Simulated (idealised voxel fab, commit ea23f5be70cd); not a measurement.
You're looking at the process module voxel released beams.
Square cell edge 5 nm, section width 265 nm, ID cut.
When this document writes out a cross-section, it uses a grid of square cells and lists it as bands, beginning at the top and moving down, with a band standing for one or more rows of cells. Band: top height; bottom height; in nm. Then, left to right: material with width in nm, for each material. "all across": a single material spanning edge to edge. "air": empty space. All heights in this document are referenced to 0, defined as the level beneath which the wafer, as received, consists entirely of one material. The lowest band is not bounded below; it extends indefinitely downward and is written in the form "from 0 down". The expression "30..40" gives the width at the extremes of the band, the first number at its top row of cells and the second at its bottom row, with the width changing by equal amounts from each row to the next in between. "nothing changed" -> step changed no cross-section cell. "Voids, fully enclosed" lists enclosed empty spaces (at least 8 cells, no open path upward to the top), each as width x height at distance from the left edge, in nm. Step line, after settings: the simulator's comment on this step. overlay nm: mask offset rightward from planned place, masked step; negative means leftward offset.

-- Below is the list of planned process steps
1: RECEIVE | material Si
2: CONFORMAL_DEP | material SiN | thk nm 5
3: DIRECTIONAL_DEP | material SiO2 | thk nm 20
4: DIRECTIONAL_DEP | material aC | thk nm 15
5: PATTERN | tone open | mask id ANCHOR | material resist | width nm 45 | thk nm 35 | overlay nm 0
6: DIRECTIONAL_ETCH | etch materials aC | depth nm 15
7: STRIP | etch materials resist
8: DIRECTIONAL_ETCH | etch materials SiO2 | depth nm 20
9: STRIP | etch materials aC
10: CONFORMAL_DEP | material W | thk nm 15
11: DIRECTIONAL_DEP | material aC | thk nm 10
12: PATTERN | tone cover | mask id BEAM | material resist | width nm 95 | thk nm 30 | overlay nm 0
13: DIRECTIONAL_ETCH | etch materials aC | depth nm 10
14: STRIP | etch materials resist
15: DIRECTIONAL_ETCH | etch materials W | depth nm 15
16: STRIP | etch materials aC
17: STRIP | etch materials SiO2

-- As-received wafer cross-section (after step 1)
- from 0 down: Si all across
- Voids, fully enclosed: none

-- Cross-section, first of two wafers, end of module, run as planned
- from 40 to 25: air 80, W 20, air 15, W 60, air 90
- from 25 to 20: air 85, W 15, air 15, W 15, air 135
- from 20 to 5: air 85, W 45, air 135
- from 5 to 0: SiN all across
- from 0 down: Si all across
- Voids, fully enclosed: none

-- End of module, second wafer, cross-section. Started like the first, planned like the first, run with one mistake
- from 50 to 35: air 80, W 95, air 90
- from 35 to 25: W all across
- from 25 to 5: SiO2 85, W 45, SiO2 135
- from 5 to 0: SiN all across
- from 0 down: Si all across
- Voids, fully enclosed: none
In executing the process, a mistake was made relative to the plan: step 10 off recipe, ran as CONFORMAL_DEP | material W | thk nm 25
FYI, end of process, the second wafer has more or fewer cells of some materials than the first: SiO2: 176 more; W: 118 more
